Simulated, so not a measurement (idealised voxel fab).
Presented below is a process module, voxel transistor to metal.
It is cross-section cut that appears here, measuring 200 nm in width, its square cells being 5 nm in size.
Think of the cross-section as a grid of square cells. We describe it in bands, top to bottom, and each band covers one or more rows of those cells. Top height, bottom height, nm. Materials left to right, width each, nm. Single material + "throughout" = fills band edge to edge. "empty" = empty. For the purposes of this specification, 0 denotes the height below which the wafer in its as-received condition is composed wholly of one material, and the lowermost band, lacking a lower limit, extends downward without end, as expressed in "0 down". So if you see something like "30 to 40" for the width, read it as the top row of the band sitting at the first number and the bottom row at the second, with every row in between moving by the same amount as the last. What does "left unchanged" mean for a step? It means no cell of the cross-section changed in that step. Voids not open to the top, 8 cells minimum: see "Closed internal cavities". Written width x height at distance; distance is from the left edge; nm. It should be noted that, on the line of a given step, the content following the step's settings is a remark produced by the simulator itself with respect to that step. overlay nm: mask offset rightward from planned place, masked step; negative means leftward offset.

Here's what the planned process steps look like:
1) RECEIVE | material Si
2) CONFORMAL_DEP | material SiO2 | thk nm 5
3) CONFORMAL_DEP | material SiN | thk nm 15
4) MASKED_ETCH | tone cover | mask id ACTIVE | width nm 95 | etch materials SiN | depth nm 15 | overlay nm 0
5) MASKED_ETCH | tone cover | mask id ACTIVE | width nm 95 | etch materials SiO2 | depth nm 5 | overlay nm 0
6) MASKED_ETCH | tone cover | mask id ACTIVE | width nm 95 | etch materials Si | depth nm 30 | overlay nm 0
7) OXIDIZE | depth nm 5
8) FILL_DEP | material SiO2 | thk nm 10
9) CMP | height nm 20
10) SELECTIVE_ETCH | etch materials SiO2 | depth nm 10
11) STRIP | etch materials SiN
12) SELECTIVE_ETCH | etch materials SiO2 | depth nm 5
13) OXIDIZE | depth nm 5
14) DIRECTIONAL_DEP | material polySi | thk nm 30
15) DIRECTIONAL_DEP | material SiCN | thk nm 15
16) PATTERN | tone cover | mask id GATE | material resist | width nm 15 | thk nm 20 | overlay nm 0
17) DIRECTIONAL_ETCH | etch materials SiCN | depth nm 25
18) DIRECTIONAL_ETCH | etch materials polySi | depth nm 40
19) STRIP | etch materials resist
20) CONFORMAL_DEP | material SiO2 | thk nm 5
21) DIRECTIONAL_ETCH | etch materials SiO2 | depth nm 5
22) CONFORMAL_DEP | material SiN | thk nm 5
23) DIRECTIONAL_ETCH | etch materials SiN | depth nm 5
24) DIRECTIONAL_ETCH | etch materials SiO2 | depth nm 5
25) DIRECTIONAL_ETCH | etch materials Si | depth nm 15
26) EPI | material pSi | thk nm 20
27) FILL_DEP | material SiO2 | thk nm 5
28) CMP | height nm 45
29) DIRECTIONAL_DEP | material SiO2 | thk nm 10
30) PATTERN | tone open | mask id CONTACT | material resist | width nm 20 | pitch nm 65 | thk nm 20 | overlay nm 0
31) DIRECTIONAL_ETCH | etch materials SiO2 | depth nm 55
32) STRIP | etch materials resist
33) CONFORMAL_DEP | material TiN | thk nm 5
34) FILL_DEP | material Ru | thk nm 5
35) CMP | height nm 55
36) DIRECTIONAL_DEP | material TiN | thk nm 5
37) DIRECTIONAL_DEP | material W | thk nm 25
38) MASKED_ETCH | tone cover | mask id METAL_1 | width nm 20 | pitch nm 65 | etch materials W | depth nm 25 | overlay nm 0
39) MASKED_ETCH | tone cover | mask id METAL_1 | width nm 20 | pitch nm 65 | etch materials TiN | depth nm 5 | overlay nm 0
40) CONFORMAL_DEP | material SiCN | thk nm 5
41) FILL_DEP | material lowk | thk nm 5
42) CMP | height nm 85
43) CONFORMAL_DEP | material SiCN | thk nm 5
44) DIRECTIONAL_DEP | material SiO2 | thk nm 35
45) MASKED_ETCH | tone open | mask id METAL_2 | width nm 20 | pitch nm 65 | etch materials SiO2 | depth nm 20 | overlay nm 0
46) MASKED_ETCH | tone open | mask id METAL_2_HOLES | width nm 15 | pitch nm 65 | etch materials SiO2 | depth nm 15 | overlay nm 0
47) MASKED_ETCH | tone open | mask id METAL_2_HOLES | width nm 15 | pitch nm 65 | etch materials SiCN | depth nm 5 | overlay nm 0
48) CONFORMAL_DEP | material TiN | thk nm 5
49) FILL_DEP | material Cu | thk nm 5
50) CMP | height nm 125
51) CONFORMAL_DEP | material SiN | thk nm 5

On the first of the two wafers: run conducted according to plan:

Wafer cross-section on receipt, i.e. after step 1:
    0 down | Si throughout
    Closed internal cavities: none

Upon completion of step 2, the wafer appears in cross-section as shown:
    5 to 0 | SiO2 throughout
    Nothing below the height 0 has changed.

Upon completion of step 3, the wafer appears in cross-section as shown:
    20 to 5 | SiN throughout
    Nothing below the height 5 has changed.

Upon completion of step 4, the wafer appears in cross-section as shown:
    20 to 5 | empty: 50  SiN: 95  empty: 55
    Nothing below the height 5 has changed.

Upon completion of step 5, the wafer appears in cross-section as shown:
    20 to 5 | empty: 50  SiN: 95  empty: 55
    5 to 0 | empty: 50  SiO2: 95  empty: 55
    Nothing below the height 0 has changed.

Upon completion of step 6, the wafer appears in cross-section as shown:
    20 to 5 | empty: 50  SiN: 95  empty: 55
    5 to 0 | empty: 50  SiO2: 95  empty: 55
    0 to -30 | empty: 50  Si: 95  empty: 55
    Nothing below the height -30 has changed.

Upon completion of step 7, the wafer appears in cross-section as shown:
    20 to 5 | empty: 50  SiN: 95  empty: 55
    5 to 0 | empty: 50  SiO2: 95  empty: 55
    0 to -30 | empty: 50  SiO2: 5  Si: 85  SiO2: 5  empty: 55
    -30 to -35 | SiO2: 55  Si: 85  SiO2: 60
    Nothing below the height -35 has changed.

Upon completion of step 8, the wafer appears in cross-section as shown:
    30 to 20 | SiO2 throughout
    20 to 5 | SiO2: 50  SiN: 95  SiO2: 55
    5 to 0 | SiO2 throughout
    0 to -35 | SiO2: 55  Si: 85  SiO2: 60
    Nothing below the height -35 has changed.

Upon completion of step 9, the wafer appears in cross-section as shown:
    20 to 5 | SiO2: 50  SiN: 95  SiO2: 55
    Nothing below the height 5 has changed.

Upon completion of step 10, the wafer appears in cross-section as shown:
    20 to 10 | empty: 50  SiN: 95  empty: 55
    Nothing below the height 10 has changed.

Upon completion of step 11, the wafer appears in cross-section as shown:
    10 to 5 | SiO2: 50  empty: 95  SiO2: 55
    Nothing below the height 5 has changed.

Upon completion of step 12, the wafer appears in cross-section as shown:
    5 to 0 | SiO2: 45  empty: 105  SiO2: 50
    Nothing below the height 0 has changed.

Upon completion of step 13, the wafer appears in cross-section as shown:
    5 to 0 | SiO2: 45  empty: 105  SiO2: 50
    0 to -5 | SiO2 throughout
    Nothing below the height -5 has changed.

Upon completion of step 14, the wafer appears in cross-section as shown:
    35 to 30 | polySi: 45  empty: 105  polySi: 50
    30 to 5 | polySi throughout
    5 to 0 | SiO2: 45  polySi: 105  SiO2: 50
    Nothing below the height 0 has changed.

Upon completion of step 15, the wafer appears in cross-section as shown:
    50 to 45 | SiCN: 45  empty: 105  SiCN: 50
    45 to 35 | SiCN throughout
    35 to 30 | polySi: 45  SiCN: 105  polySi: 50
    Nothing below the height 30 has changed.

Upon completion of step 16, the wafer appears in cross-section as shown:
    70 to 50 | empty: 90  resist: 15  empty: 95
    50 to 45 | SiCN: 45  empty: 45  resist: 15  empty: 45  SiCN: 50
    Nothing below the height 45 has changed.

Upon completion of step 17, the wafer appears in cross-section as shown:
    70 to 45 | empty: 90  resist: 15  empty: 95
    45 to 35 | empty: 90  SiCN: 15  empty: 95
    35 to 30 | polySi: 45  empty: 45  SiCN: 15  empty: 45  polySi: 50
    Nothing below the height 30 has changed.

Upon completion of step 18, the wafer appears in cross-section as shown:
    70 to 45 | empty: 90  resist: 15  empty: 95
    45 to 30 | empty: 90  SiCN: 15  empty: 95
    30 to 5 | empty: 90  polySi: 15  empty: 95
    5 to 0 | SiO2: 45  empty: 45  polySi: 15  empty: 45  SiO2: 50
    Nothing below the height 0 has changed.

Upon completion of step 19, the wafer appears in cross-section as shown:
    45 to 30 | empty: 90  SiCN: 15  empty: 95
    Nothing below the height 30 has changed.

Upon completion of step 20, the wafer appears in cross-section as shown:
    50 to 45 | empty: 85  SiO2: 25  empty: 90
    45 to 30 | empty: 85  SiO2: 5  SiCN: 15  SiO2: 5  empty: 90
    30 to 10 | empty: 85  SiO2: 5  polySi: 15  SiO2: 5  empty: 90
    10 to 5 | SiO2: 50  empty: 35  SiO2: 5  polySi: 15  SiO2: 5  empty: 35  SiO2: 55
    5 to 0 | SiO2: 90  polySi: 15  SiO2: 95
    Nothing below the height 0 has changed.

Upon completion of step 21, the wafer appears in cross-section as shown:
    45 to 30 | empty: 85  SiO2: 5  SiCN: 15  SiO2: 5  empty: 90
    30 to 5 | empty: 85  SiO2: 5  polySi: 15  SiO2: 5  empty: 90
    5 to 0 | SiO2: 50  empty: 35  SiO2: 5  polySi: 15  SiO2: 5  empty: 35  SiO2: 55
    Nothing below the height 0 has changed.

Upon completion of step 22, the wafer appears in cross-section as shown:
    50 to 45 | empty: 80  SiN: 35  empty: 85
    45 to 30 | empty: 80  SiN: 5  SiO2: 5  SiCN: 15  SiO2: 5  SiN: 5  empty: 85
    30 to 10 | empty: 80  SiN: 5  SiO2: 5  polySi: 15  SiO2: 5  SiN: 5  empty: 85
    10 to 5 | SiN: 55  empty: 25  SiN: 5  SiO2: 5  polySi: 15  SiO2: 5  SiN: 5  empty: 25  SiN: 60
    5 to 0 | SiO2: 50  SiN: 35  SiO2: 5  polySi: 15  SiO2: 5  SiN: 35  SiO2: 55
    Nothing below the height 0 has changed.

Upon completion of step 23, the wafer appears in cross-section as shown:
    45 to 30 | empty: 80  SiN: 5  SiO2: 5  SiCN: 15  SiO2: 5  SiN: 5  empty: 85
    30 to 5 | empty: 80  SiN: 5  SiO2: 5  polySi: 15  SiO2: 5  SiN: 5  empty: 85
    5 to 0 | SiO2: 50  SiN: 5  empty: 25  SiN: 5  SiO2: 5  polySi: 15  SiO2: 5  SiN: 5  empty: 25  SiN: 5  SiO2: 55
    Nothing below the height 0 has changed.

Upon completion of step 24, the wafer appears in cross-section as shown:
    45 to 40 | empty: 80  SiN: 5  empty: 5  SiCN: 15  empty: 5  SiN: 5  empty: 85
    40 to 30 | empty: 80  SiN: 5  SiO2: 5  SiCN: 15  SiO2: 5  SiN: 5  empty: 85
    30 to 5 | empty: 80  SiN: 5  SiO2: 5  polySi: 15  SiO2: 5  SiN: 5  empty: 85
    5 to 0 | empty: 50  SiN: 5  empty: 25  SiN: 5  SiO2: 5  polySi: 15  SiO2: 5  SiN: 5  empty: 25  SiN: 5  empty: 55
    0 to -5 | SiO2: 55  empty: 25  SiO2: 35  empty: 25  SiO2: 60
    Nothing below the height -5 has changed.

Upon completion of step 25, the wafer appears in cross-section as shown:
    45 to 40 | empty: 80  SiN: 5  empty: 5  SiCN: 15  empty: 5  SiN: 5  empty: 85
    40 to 30 | empty: 80  SiN: 5  SiO2: 5  SiCN: 15  SiO2: 5  SiN: 5  empty: 85
    30 to 5 | empty: 80  SiN: 5  SiO2: 5  polySi: 15  SiO2: 5  SiN: 5  empty: 85
    5 to 0 | empty: 50  SiN: 5  empty: 25  SiN: 5  SiO2: 5  polySi: 15  SiO2: 5  SiN: 5  empty: 25  SiN: 5  empty: 55
    0 to -5 | SiO2: 55  empty: 25  SiO2: 35  empty: 25  SiO2: 60
    -5 to -20 | SiO2: 55  empty: 25  Si: 35  empty: 25  SiO2: 60
    Nothing below the height -20 has changed.

Upon completion of step 26, the wafer appears in cross-section as shown:
    45 to 40 | empty: 80  SiN: 5  empty: 5  SiCN: 15  empty: 5  SiN: 5  empty: 85
    40 to 30 | empty: 80  SiN: 5  SiO2: 5  SiCN: 15  SiO2: 5  SiN: 5  empty: 85
    30 to 15 | empty: 80  SiN: 5  SiO2: 5  polySi: 15  SiO2: 5  SiN: 5  empty: 85
    15 to 5 | empty: 60  pSi: 20  SiN: 5  SiO2: 5  polySi: 15  SiO2: 5  SiN: 5  pSi: 20  empty: 65
    5 to 0 | empty: 50  SiN: 5  empty: 5  pSi: 20  SiN: 5  SiO2: 5  polySi: 15  SiO2: 5  SiN: 5  pSi: 20  empty: 5  SiN: 5  empty: 55
    0 to -5 | SiO2: 55  pSi: 25  SiO2: 35  pSi: 25  SiO2: 60
    -5 to -20 | SiO2: 55  pSi: 25  Si: 35  pSi: 25  SiO2: 60
    Nothing below the height -20 has changed.

Upon completion of step 27, the wafer appears in cross-section as shown:
    50 to 45 | SiO2 throughout
    45 to 30 | SiO2: 80  SiN: 5  SiO2: 5  SiCN: 15  SiO2: 5  SiN: 5  SiO2: 85
    30 to 15 | SiO2: 80  SiN: 5  SiO2: 5  polySi: 15  SiO2: 5  SiN: 5  SiO2: 85
    15 to 5 | SiO2: 60  pSi: 20  SiN: 5  SiO2: 5  polySi: 15  SiO2: 5  SiN: 5  pSi: 20  SiO2: 65
    5 to 0 | SiO2: 50  SiN: 5  SiO2: 5  pSi: 20  SiN: 5  SiO2: 5  polySi: 15  SiO2: 5  SiN: 5  pSi: 20  SiO2: 5  SiN: 5  SiO2: 55
    Nothing below the height 0 has changed.

Upon completion of step 28, the wafer appears in cross-section as shown:
    45 to 30 | SiO2: 80  SiN: 5  SiO2: 5  SiCN: 15  SiO2: 5  SiN: 5  SiO2: 85
    Nothing below the height 30 has changed.

Upon completion of step 29, the wafer appears in cross-section as shown:
    55 to 45 | SiO2 throughout
    Nothing below the height 45 has changed.

Upon completion of step 30, the wafer appears in cross-section as shown:
    75 to 55 | resist: 55  empty: 20  resist: 45  empty: 20  resist: 60
    Nothing below the height 55 has changed.

Upon completion of step 31, the wafer appears in cross-section as shown:
    75 to 55 | resist: 55  empty: 20  resist: 45  empty: 20  resist: 60
    55 to 45 | SiO2: 55  empty: 20  SiO2: 45  empty: 20  SiO2: 60
    45 to 30 | SiO2: 55  empty: 20  SiO2: 5  SiN: 5  SiO2: 5  SiCN: 15  SiO2: 5  SiN: 5  SiO2: 5  empty: 20  SiO2: 60
    30 to 15 | SiO2: 55  empty: 20  SiO2: 5  SiN: 5  SiO2: 5  polySi: 15  SiO2: 5  SiN: 5  SiO2: 5  empty: 20  SiO2: 60
    15 to 5 | SiO2: 55  empty: 5  pSi: 20  SiN: 5  SiO2: 5  polySi: 15  SiO2: 5  SiN: 5  pSi: 20  empty: 5  SiO2: 60
    5 to 0 | SiO2: 50  SiN: 5  empty: 5  pSi: 20  SiN: 5  SiO2: 5  polySi: 15  SiO2: 5  SiN: 5  pSi: 20  empty: 5  SiN: 5  SiO2: 55
    Nothing below the height 0 has changed.

Upon completion of step 32, the wafer appears in cross-section as shown:
    55 to 45 | SiO2: 55  empty: 20  SiO2: 45  empty: 20  SiO2: 60
    Nothing below the height 45 has changed.

Upon completion of step 33, the wafer appears in cross-section as shown:
    60 to 55 | TiN: 60  empty: 10  TiN: 55  empty: 10  TiN: 65
    55 to 45 | SiO2: 55  TiN: 5  empty: 10  TiN: 5  SiO2: 45  TiN: 5  empty: 10  TiN: 5  SiO2: 60
    45 to 30 | SiO2: 55  TiN: 5  empty: 10  TiN: 5  SiO2: 5  SiN: 5  SiO2: 5  SiCN: 15  SiO2: 5  SiN: 5  SiO2: 5  TiN: 5  empty: 10  TiN: 5  SiO2: 60
    30 to 20 | SiO2: 55  TiN: 5  empty: 10  TiN: 5  SiO2: 5  SiN: 5  SiO2: 5  polySi: 15  SiO2: 5  SiN: 5  SiO2: 5  TiN: 5  empty: 10  TiN: 5  SiO2: 60
    20 to 15 | SiO2: 55  TiN: 20  SiO2: 5  SiN: 5  SiO2: 5  polySi: 15  SiO2: 5  SiN: 5  SiO2: 5  TiN: 20  SiO2: 60
    15 to 5 | SiO2: 55  TiN: 5  pSi: 20  SiN: 5  SiO2: 5  polySi: 15  SiO2: 5  SiN: 5  pSi: 20  TiN: 5  SiO2: 60
    5 to 0 | SiO2: 50  SiN: 5  TiN: 5  pSi: 20  SiN: 5  SiO2: 5  polySi: 15  SiO2: 5  SiN: 5  pSi: 20  TiN: 5  SiN: 5  SiO2: 55
    Nothing below the height 0 has changed.

Upon completion of step 34, the wafer appears in cross-section as shown:
    65 to 60 | Ru throughout
    60 to 55 | TiN: 60  Ru: 10  TiN: 55  Ru: 10  TiN: 65
    55 to 45 | SiO2: 55  TiN: 5  Ru: 10  TiN: 5  SiO2: 45  TiN: 5  Ru: 10  TiN: 5  SiO2: 60
    45 to 30 | SiO2: 55  TiN: 5  Ru: 10  TiN: 5  SiO2: 5  SiN: 5  SiO2: 5  SiCN: 15  SiO2: 5  SiN: 5  SiO2: 5  TiN: 5  Ru: 10  TiN: 5  SiO2: 60
    30 to 20 | SiO2: 55  TiN: 5  Ru: 10  TiN: 5  SiO2: 5  SiN: 5  SiO2: 5  polySi: 15  SiO2: 5  SiN: 5  SiO2: 5  TiN: 5  Ru: 10  TiN: 5  SiO2: 60
    Nothing below the height 20 has changed.

Upon completion of step 35, the wafer appears in cross-section as shown:
    55 to 45 | SiO2: 55  TiN: 5  Ru: 10  TiN: 5  SiO2: 45  TiN: 5  Ru: 10  TiN: 5  SiO2: 60
    Nothing below the height 45 has changed.

Upon completion of step 36, the wafer appears in cross-section as shown:
    60 to 55 | TiN throughout
    Nothing below the height 55 has changed.

Upon completion of step 37, the wafer appears in cross-section as shown:
    85 to 60 | W throughout
    Nothing below the height 60 has changed.

Upon completion of step 38, the wafer appears in cross-section as shown:
    85 to 60 | empty: 55  W: 20  empty: 45  W: 20  empty: 60
    Nothing below the height 60 has changed.

Upon completion of step 39, the wafer appears in cross-section as shown:
    85 to 60 | empty: 55  W: 20  empty: 45  W: 20  empty: 60
    60 to 55 | empty: 55  TiN: 20  empty: 45  TiN: 20  empty: 60
    Nothing below the height 55 has changed.

Upon completion of step 40, the wafer appears in cross-section as shown:
    90 to 85 | empty: 50  SiCN: 30  empty: 35  SiCN: 30  empty: 55
    85 to 60 | empty: 50  SiCN: 5  W: 20  SiCN: 5  empty: 35  SiCN: 5  W: 20  SiCN: 5  empty: 55
    60 to 55 | SiCN: 55  TiN: 20  SiCN: 45  TiN: 20  SiCN: 60
    Nothing below the height 55 has changed.

Upon completion of step 41, the wafer appears in cross-section as shown:
    95 to 90 | lowk throughout
    90 to 85 | lowk: 50  SiCN: 30  lowk: 35  SiCN: 30  lowk: 55
    85 to 60 | lowk: 50  SiCN: 5  W: 20  SiCN: 5  lowk: 35  SiCN: 5  W: 20  SiCN: 5  lowk: 55
    Nothing below the height 60 has changed.

Upon completion of step 42, the wafer appears in cross-section as shown:
    85 to 60 | lowk: 50  SiCN: 5  W: 20  SiCN: 5  lowk: 35  SiCN: 5  W: 20  SiCN: 5  lowk: 55
    Nothing below the height 60 has changed.

Upon completion of step 43, the wafer appears in cross-section as shown:
    90 to 85 | SiCN throughout
    Nothing below the height 85 has changed.

Upon completion of step 44, the wafer appears in cross-section as shown:
    125 to 90 | SiO2 throughout
    Nothing below the height 90 has changed.

Upon completion of step 45, the wafer appears in cross-section as shown:
    125 to 105 | SiO2: 55  empty: 20  SiO2: 45  empty: 20  SiO2: 60
    Nothing below the height 105 has changed.

Upon completion of step 46, the wafer appears in cross-section as shown:
    125 to 105 | SiO2: 55  empty: 20  SiO2: 45  empty: 20  SiO2: 60
    105 to 90 | SiO2: 55  empty: 15  SiO2: 50  empty: 15  SiO2: 65
    Nothing below the height 90 has changed.

Upon completion of step 47, the wafer appears in cross-section as shown:
    125 to 105 | SiO2: 55  empty: 20  SiO2: 45  empty: 20  SiO2: 60
    105 to 90 | SiO2: 55  empty: 15  SiO2: 50  empty: 15  SiO2: 65
    90 to 85 | SiCN: 55  empty: 15  SiCN: 50  empty: 15  SiCN: 65
    Nothing below the height 85 has changed.

Upon completion of step 48, the wafer appears in cross-section as shown:
    130 to 125 | TiN: 60  empty: 10  TiN: 55  empty: 10  TiN: 65
    125 to 110 | SiO2: 55  TiN: 5  empty: 10  TiN: 5  SiO2: 45  TiN: 5  empty: 10  TiN: 5  SiO2: 60
    110 to 105 | SiO2: 55  TiN: 5  empty: 5  TiN: 10  SiO2: 45  TiN: 5  empty: 5  TiN: 10  SiO2: 60
    105 to 90 | SiO2: 55  TiN: 5  empty: 5  TiN: 5  SiO2: 50  TiN: 5  empty: 5  TiN: 5  SiO2: 65
    90 to 85 | SiCN: 55  TiN: 15  SiCN: 50  TiN: 15  SiCN: 65
    Nothing below the height 85 has changed.

Upon completion of step 49, the wafer appears in cross-section as shown:
    135 to 130 | Cu throughout
    130 to 125 | TiN: 60  Cu: 10  TiN: 55  Cu: 10  TiN: 65
    125 to 110 | SiO2: 55  TiN: 5  Cu: 10  TiN: 5  SiO2: 45  TiN: 5  Cu: 10  TiN: 5  SiO2: 60
    110 to 105 | SiO2: 55  TiN: 5  Cu: 5  TiN: 10  SiO2: 45  TiN: 5  Cu: 5  TiN: 10  SiO2: 60
    105 to 90 | SiO2: 55  TiN: 5  Cu: 5  TiN: 5  SiO2: 50  TiN: 5  Cu: 5  TiN: 5  SiO2: 65
    Nothing below the height 90 has changed.

Upon completion of step 50, the wafer appears in cross-section as shown:
    125 to 110 | SiO2: 55  TiN: 5  Cu: 10  TiN: 5  SiO2: 45  TiN: 5  Cu: 10  TiN: 5  SiO2: 60
    Nothing below the height 110 has changed.

Upon completion of step 51, the wafer appears in cross-section as shown:
    130 to 125 | SiN throughout
    Nothing below the height 125 has changed.

Okay, second wafer. Nothing different at the start, nothing different in the plan, just one mistake somewhere in the running. As far as step 37, counting that step, it's the first wafer all over again:

At the planned end of step 38, the second wafer in cross-section:
    85 to 60 | empty: 65  W: 20  empty: 45  W: 20  empty: 50
    Nothing below the height 60 has changed.

At the planned end of step 39, the second wafer in cross-section:
    85 to 60 | empty: 65  W: 20  empty: 45  W: 20  empty: 50
    60 to 55 | empty: 55  TiN: 30  empty: 35  TiN: 30  empty: 50
    Nothing below the height 55 has changed.

At the planned end of step 40, the second wafer in cross-section:
    90 to 85 | empty: 60  SiCN: 30  empty: 35  SiCN: 30  empty: 45
    85 to 65 | empty: 60  SiCN: 5  W: 20  SiCN: 5  empty: 35  SiCN: 5  W: 20  SiCN: 5  empty: 45
    65 to 60 | empty: 50  SiCN: 15  W: 20  SiCN: 5  empty: 25  SiCN: 15  W: 20  SiCN: 5  empty: 45
    60 to 55 | SiCN: 55  TiN: 30  SiCN: 35  TiN: 30  SiCN: 50
    Nothing below the height 55 has changed.

At the planned end of step 41, the second wafer in cross-section:
    95 to 90 | lowk throughout
    90 to 85 | lowk: 60  SiCN: 30  lowk: 35  SiCN: 30  lowk: 45
    85 to 65 | lowk: 60  SiCN: 5  W: 20  SiCN: 5  lowk: 35  SiCN: 5  W: 20  SiCN: 5  lowk: 45
    65 to 60 | lowk: 50  SiCN: 15  W: 20  SiCN: 5  lowk: 25  SiCN: 15  W: 20  SiCN: 5  lowk: 45
    Nothing below the height 60 has changed.

At the planned end of step 42, the second wafer in cross-section:
    85 to 65 | lowk: 60  SiCN: 5  W: 20  SiCN: 5  lowk: 35  SiCN: 5  W: 20  SiCN: 5  lowk: 45
    Nothing below the height 65 has changed.

At the planned end of step 43, the second wafer in cross-section:
    90 to 85 | SiCN throughout
    Nothing below the height 85 has changed.

At the planned end of step 44, the second wafer in cross-section:
    125 to 90 | SiO2 throughout
    Nothing below the height 90 has changed.

At the planned end of step 45, the second wafer in cross-section:
    125 to 105 | SiO2: 55  empty: 20  SiO2: 45  empty: 20  SiO2: 60
    Nothing below the height 105 has changed.

At the planned end of step 46, the second wafer in cross-section:
    125 to 105 | SiO2: 55  empty: 20  SiO2: 45  empty: 20  SiO2: 60
    105 to 90 | SiO2: 55  empty: 15  SiO2: 50  empty: 15  SiO2: 65
    Nothing below the height 90 has changed.

At the planned end of step 47, the second wafer in cross-section:
    125 to 105 | SiO2: 55  empty: 20  SiO2: 45  empty: 20  SiO2: 60
    105 to 90 | SiO2: 55  empty: 15  SiO2: 50  empty: 15  SiO2: 65
    90 to 85 | SiCN: 55  empty: 15  SiCN: 50  empty: 15  SiCN: 65
    Nothing below the height 85 has changed.

At the planned end of step 48, the second wafer in cross-section:
    130 to 125 | TiN: 60  empty: 10  TiN: 55  empty: 10  TiN: 65
    125 to 110 | SiO2: 55  TiN: 5  empty: 10  TiN: 5  SiO2: 45  TiN: 5  empty: 10  TiN: 5  SiO2: 60
    110 to 105 | SiO2: 55  TiN: 5  empty: 5  TiN: 10  SiO2: 45  TiN: 5  empty: 5  TiN: 10  SiO2: 60
    105 to 90 | SiO2: 55  TiN: 5  empty: 5  TiN: 5  SiO2: 50  TiN: 5  empty: 5  TiN: 5  SiO2: 65
    90 to 85 | SiCN: 55  TiN: 15  SiCN: 50  TiN: 15  SiCN: 65
    Nothing below the height 85 has changed.

At the planned end of step 49, the second wafer in cross-section:
    135 to 130 | Cu throughout
    130 to 125 | TiN: 60  Cu: 10  TiN: 55  Cu: 10  TiN: 65
    125 to 110 | SiO2: 55  TiN: 5  Cu: 10  TiN: 5  SiO2: 45  TiN: 5  Cu: 10  TiN: 5  SiO2: 60
    110 to 105 | SiO2: 55  TiN: 5  Cu: 5  TiN: 10  SiO2: 45  TiN: 5  Cu: 5  TiN: 10  SiO2: 60
    105 to 90 | SiO2: 55  TiN: 5  Cu: 5  TiN: 5  SiO2: 50  TiN: 5  Cu: 5  TiN: 5  SiO2: 65
    Nothing below the height 90 has changed.

At the planned end of step 50, the second wafer in cross-section:
    125 to 110 | SiO2: 55  TiN: 5  Cu: 10  TiN: 5  SiO2: 45  TiN: 5  Cu: 10  TiN: 5  SiO2: 60
    Nothing below the height 110 has changed.

At the planned end of step 51, the second wafer in cross-section:
    130 to 125 | SiN throughout
    Nothing below the height 125 has changed.
The mistake made against the process plan was this: heads up, step 38 didn't go per plan, it actually ran as MASKED_ETCH | tone cover | mask id METAL_1 | width nm 20 | pitch nm 65 | etch materials W | depth nm 25 | overlay nm 10
It is noted that, at the conclusion of processing, the second wafer exhibits a higher or lower cell count for certain materials relative to the first: +4 TiN; -4 lowk
